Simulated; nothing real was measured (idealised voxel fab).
process module | voxel trench capacitor
cross-section cut | 160 nm wide | cells 5 nm
A cross-section is a grid of square cells, given in bands from the top down. A band is one or more rows of cells.
Each band's line starts with the height of the band's top and of its bottom, in nm. Then come its materials from left to right, each with its width in nm. One material with "throughout" fills the band from edge to edge. "air" is empty space.
Height 0 is the level under which the wafer as received is all one material. The lowest band goes on downwards, as in "0 down".
A width such as "30 to 40" changes by the same amount from each row of cells to the next, from the band's top row to its bottom row.
"no change" after a step means that no cell of the cross-section changed.
closed voids: empty space of 8 cells or more with no open way to the top, each as width x height at its distance from the left edge, in nm
after a step's settings: what the simulator itself notes on the step
overlay nm, on a step with a mask: how far to the right of its planned place the mask lay; to the left if negative
plan
1 op RECEIVE | material Si
2 op CONFORMAL_DEP | material SiN | thk nm 5
3 op DIRECTIONAL_DEP | material aC | thk nm 15
4 op PATTERN | tone open | mask id TRENCH | material resist | width nm 15 | pitch nm 35 | thk nm 30 | overlay nm 0
5 op DIRECTIONAL_ETCH | etch materials aC | depth nm 15
6 op STRIP | etch materials resist
7 op DIRECTIONAL_ETCH | etch materials SiN | depth nm 5
8 op DIRECTIONAL_ETCH | etch materials Si | depth nm 25
9 op STRIP | etch materials aC
10 op CONFORMAL_DEP | material Al2O3 | thk nm 5
11 op FILL_DEP | material polySi | thk nm 5
12 op CMP | height nm 5
first wafer, as planned
as received, after step 1
  0 down: Si throughout
  closed voids: none
after step 2
  5 to 0: SiN throughout
  below 0: unchanged
after step 3
  20 to 5: aC throughout
  below 5: unchanged
after step 4
  50 to 20: resist 55 | air 15 | resist 20 | air 15 | resist 55
  below 20: unchanged
after step 5
  35 to 20: resist 55 | air 15 | resist 20 | air 15 | resist 55
  20 to 5: aC 55 | air 15 | aC 20 | air 15 | aC 55
  below 5: unchanged
after step 6
  20 to 5: aC 55 | air 15 | aC 20 | air 15 | aC 55
  below 5: unchanged
after step 7
  20 to 5: aC 55 | air 15 | aC 20 | air 15 | aC 55
  5 to 0: SiN 55 | air 15 | SiN 20 | air 15 | SiN 55
  below 0: unchanged
after step 8
  20 to 5: aC 55 | air 15 | aC 20 | air 15 | aC 55
  5 to 0: SiN 55 | air 15 | SiN 20 | air 15 | SiN 55
  0 to -25: Si 55 | air 15 | Si 20 | air 15 | Si 55
  below -25: unchanged
after step 9
  5 to 0: SiN 55 | air 15 | SiN 20 | air 15 | SiN 55
  below 0: unchanged
after step 10
  10 to 5: Al2O3 60 | air 5 | Al2O3 30 | air 5 | Al2O3 60
  5 to 0: SiN 55 | Al2O3 5 | air 5 | Al2O3 5 | SiN 20 | Al2O3 5 | air 5 | Al2O3 5 | SiN 55
  0 to -20: Si 55 | Al2O3 5 | air 5 | Al2O3 5 | Si 20 | Al2O3 5 | air 5 | Al2O3 5 | Si 55
  -20 to -25: Si 55 | Al2O3 15 | Si 20 | Al2O3 15 | Si 55
  below -25: unchanged
after step 11
  15 to 10: polySi throughout
  10 to 5: Al2O3 60 | polySi 5 | Al2O3 30 | polySi 5 | Al2O3 60
  5 to 0: SiN 55 | Al2O3 5 | polySi 5 | Al2O3 5 | SiN 20 | Al2O3 5 | polySi 5 | Al2O3 5 | SiN 55
  0 to -20: Si 55 | Al2O3 5 | polySi 5 | Al2O3 5 | Si 20 | Al2O3 5 | polySi 5 | Al2O3 5 | Si 55
  below -20: unchanged
after step 12
  5 to 0: SiN 55 | Al2O3 5 | polySi 5 | Al2O3 5 | SiN 20 | Al2O3 5 | polySi 5 | Al2O3 5 | SiN 55
  below 0: unchanged
second wafer: like start, like plan, one mistake. Through step 5 it matches the first wafer
when step 6 should have ended: no change
when step 7 should have ended
  35 to 20: resist 55 | air 15 | resist 20 | air 15 | resist 55
  20 to 5: aC 55 | air 15 | aC 20 | air 15 | aC 55
  5 to 0: SiN 55 | air 15 | SiN 20 | air 15 | SiN 55
  below 0: unchanged
when step 8 should have ended
  35 to 20: resist 55 | air 15 | resist 20 | air 15 | resist 55
  20 to 5: aC 55 | air 15 | aC 20 | air 15 | aC 55
  5 to 0: SiN 55 | air 15 | SiN 20 | air 15 | SiN 55
  0 to -25: Si 55 | air 15 | Si 20 | air 15 | Si 55
  below -25: unchanged
when step 9 should have ended
  5 to 0: SiN 55 | air 15 | SiN 20 | air 15 | SiN 55
  below 0: unchanged
when step 10 should have ended
  10 to 5: Al2O3 60 | air 5 | Al2O3 30 | air 5 | Al2O3 60
  5 to 0: SiN 55 | Al2O3 5 | air 5 | Al2O3 5 | SiN 20 | Al2O3 5 | air 5 | Al2O3 5 | SiN 55
  0 to -20: Si 55 | Al2O3 5 | air 5 | Al2O3 5 | Si 20 | Al2O3 5 | air 5 | Al2O3 5 | Si 55
  -20 to -25: Si 55 | Al2O3 15 | Si 20 | Al2O3 15 | Si 55
  below -25: unchanged
when step 11 should have ended
  15 to 10: polySi throughout
  10 to 5: Al2O3 60 | polySi 5 | Al2O3 30 | polySi 5 | Al2O3 60
  5 to 0: SiN 55 | Al2O3 5 | polySi 5 | Al2O3 5 | SiN 20 | Al2O3 5 | polySi 5 | Al2O3 5 | SiN 55
  0 to -20: Si 55 | Al2O3 5 | polySi 5 | Al2O3 5 | Si 20 | Al2O3 5 | polySi 5 | Al2O3 5 | Si 55
  below -20: unchanged
when step 12 should have ended
  5 to 0: SiN 55 | Al2O3 5 | polySi 5 | Al2O3 5 | SiN 20 | Al2O3 5 | polySi 5 | Al2O3 5 | SiN 55
  below 0: unchanged
what went wrong: step 6 was left out
at the end the two cross-sections are the same: no effect in what this model computes
